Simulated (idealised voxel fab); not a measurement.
process module | voxel self aligned contacts
cross-section cut | 245 nm wide | cells 5 nm
A cross-section is a grid of square cells, given in bands from the top down. A band is one or more rows of cells.
Each band's line starts with the height of the band's top and of its bottom, in nm. Then come its materials from left to right, each with its width in nm. One material with "throughout" fills the band from edge to edge. "air" is empty space.
Height 0 is the level under which the wafer as received is all one material. The lowest band goes on downwards, as in "0 down".
A width such as "30 to 40" changes by the same amount from each row of cells to the next, from the band's top row to its bottom row.
"no change" after a step means that no cell of the cross-section changed.
closed voids: empty space of 8 cells or more with no open way to the top, each as width x height at its distance from the left edge, in nm
after a step's settings: what the simulator itself notes on the step
overlay nm, on a step with a mask: how far to the right of its planned place the mask lay; to the left if negative
plan
1 op RECEIVE | material Si
2 op OXIDIZE | depth nm 5
3 op DIRECTIONAL_DEP | material polySi | thk nm 30
4 op DIRECTIONAL_DEP | material SiN | thk nm 15
5 op MASKED_ETCH | tone cover | mask id GATE | width nm 35 | pitch nm 70 | etch materials SiN | depth nm 15 | overlay nm 0
6 op MASKED_ETCH | tone cover | mask id GATE | width nm 25 | pitch nm 70 | etch materials polySi | depth nm 30 | overlay nm 0
7 op CONFORMAL_DEP | material SiN | thk nm 5
8 op DIRECTIONAL_ETCH | etch materials SiN | depth nm 5
9 op FILL_DEP | material SiO2 | thk nm 15
10 op CMP | height nm 50
11 op DIRECTIONAL_DEP | material aC | thk nm 15
12 op PATTERN | tone open | mask id CONTACT | material resist | width nm 55 | pitch nm 70 | thk nm 35 | overlay nm 0
13 op DIRECTIONAL_ETCH | etch materials aC | depth nm 15
14 op STRIP | etch materials resist
15 op DIRECTIONAL_ETCH | etch materials SiO2 | depth nm 55
16 op STRIP | etch materials aC
17 op CONFORMAL_DEP | material TiN | thk nm 5
18 op FILL_DEP | material Ru | thk nm 10
19 op CMP | height nm 50
20 op CONFORMAL_DEP | material SiCN | thk nm 5
varied across the wafers: width nm of step 6. The plan shows the first wafer's value. All wafers start alike
first wafer as received, after step 1
  0 down: Si throughout
  closed voids: none
each wafer at the end: cells of each material gained (+) or lost (-) since it was received, then its closed voids
width nm 25 | +60 Ru | -49 Si | +49 SiCN | +117 SiN | +174 SiO2 | +62 TiN | +126 polySi | closed voids: none
width nm 30 | +60 Ru | -49 Si | +49 SiCN | +117 SiN | +174 SiO2 | +62 TiN | +126 polySi | closed voids: none
width nm 35 | +60 Ru | -49 Si | +49 SiCN | +117 SiN | +174 SiO2 | +62 TiN | +126 polySi | closed voids: none
width nm 40 | +46 Ru | -49 Si | +49 SiCN | +117 SiN | +170 SiO2 | +62 TiN | +144 polySi | closed voids: none
width nm 45 | +32 Ru | -49 Si | +49 SiCN | +117 SiN | +166 SiO2 | +62 TiN | +162 polySi | closed voids: none
width nm 50 | +18 Ru | -49 Si | +49 SiCN | +117 SiN | +162 SiO2 | +62 TiN | +180 polySi | closed voids: none
